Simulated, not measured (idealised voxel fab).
process module | voxel gate over fins
cross-section cut | 170 nm wide | cells 5 nm
A cross-section is a grid of square cells, given in bands from the top down. A band is one or more rows of cells.
Each band's line starts with the height of the band's top and of its bottom, in nm. Then come its materials from left to right, each with its width in nm. One material with "throughout" fills the band from edge to edge. "air" is empty space.
Height 0 is the level under which the wafer as received is all one material. The lowest band goes on downwards, as in "0 down".
A width such as "30 to 40" changes by the same amount from each row of cells to the next, from the band's top row to its bottom row.
"no change" after a step means that no cell of the cross-section changed.
closed voids: empty space of 8 cells or more with no open way to the top, each as width x height at its distance from the left edge, in nm
after a step's settings: what the simulator itself notes on the step
overlay nm, on a step with a mask: how far to the right of its planned place the mask lay; to the left if negative
plan
1 op RECEIVE | material Si
2 op CONFORMAL_DEP | material SiN | thk nm 5
3 op DIRECTIONAL_DEP | material aC | thk nm 10
4 op PATTERN | tone cover | mask id FINS | material resist | width nm 15 | pitch nm 60 | thk nm 25 | overlay nm 0
5 op DIRECTIONAL_ETCH | etch materials aC | depth nm 10
6 op STRIP | etch materials resist
7 op DIRECTIONAL_ETCH | etch materials SiN | depth nm 5
8 op DIRECTIONAL_ETCH | etch materials Si | depth nm 30
9 op STRIP | etch materials aC
10 op OXIDIZE | depth nm 5
11 op FILL_DEP | material SiO2 | thk nm 5
12 op CMP | height nm 5
13 op DIRECTIONAL_DEP | material aC | thk nm 15
14 op PATTERN | tone open | mask id RAIL | material resist | width nm 15 | thk nm 30 | overlay nm -15
15 op DIRECTIONAL_ETCH | etch materials aC | depth nm 15
16 op STRIP | etch materials resist
17 op DIRECTIONAL_ETCH | etch materials SiO2 | depth nm 30
18 op STRIP | etch materials aC
19 op CONFORMAL_DEP | material TiN | thk nm 5
20 op FILL_DEP | material W | thk nm 10
21 op CMP | height nm 5
22 op SELECTIVE_ETCH | etch materials W Ru TiN | depth nm 25
23 op FILL_DEP | material SiO2 | thk nm 5
24 op CMP | height nm 5
25 op SELECTIVE_ETCH | etch materials SiO2 | depth nm 20
26 op STRIP | etch materials SiN
27 op CONFORMAL_DEP | material HfO2 | thk nm 5
28 op CONFORMAL_DEP | material TiN | thk nm 5
29 op FILL_DEP | material W | thk nm 10
30 op CMP | height nm 15
31 op CONFORMAL_DEP | material SiCN | thk nm 10
varied across the wafers: overlay nm of step 14. The plan shows the first wafer's value. All wafers start alike
first wafer as received, after step 1
  0 down: Si throughout
  closed voids: none
each wafer at the end: cells of each material gained (+) or lost (-) since it was received, then its closed voids
overlay nm -15 | +52 HfO2 | -217 Si | +68 SiCN | +121 SiO2 | +55 TiN | +91 W | closed voids: none
overlay nm -10 | +52 HfO2 | -217 Si | +68 SiCN | +121 SiO2 | +55 TiN | +91 W | closed voids: none
overlay nm -5 | +52 HfO2 | -217 Si | +68 SiCN | +121 SiO2 | +55 TiN | +91 W | closed voids: none
overlay nm 0 | +52 HfO2 | -217 Si | +68 SiCN | +121 SiO2 | +55 TiN | +91 W | closed voids: none
overlay nm 5 | +52 HfO2 | -217 Si | +68 SiCN | +121 SiO2 | +55 TiN | +91 W | closed voids: none
overlay nm 10 | +52 HfO2 | -217 Si | +68 SiCN | +121 SiO2 | +55 TiN | +91 W | closed voids: none
overlay nm 15 | +52 HfO2 | -217 Si | +68 SiCN | +121 SiO2 | +55 TiN | +91 W | closed voids: none
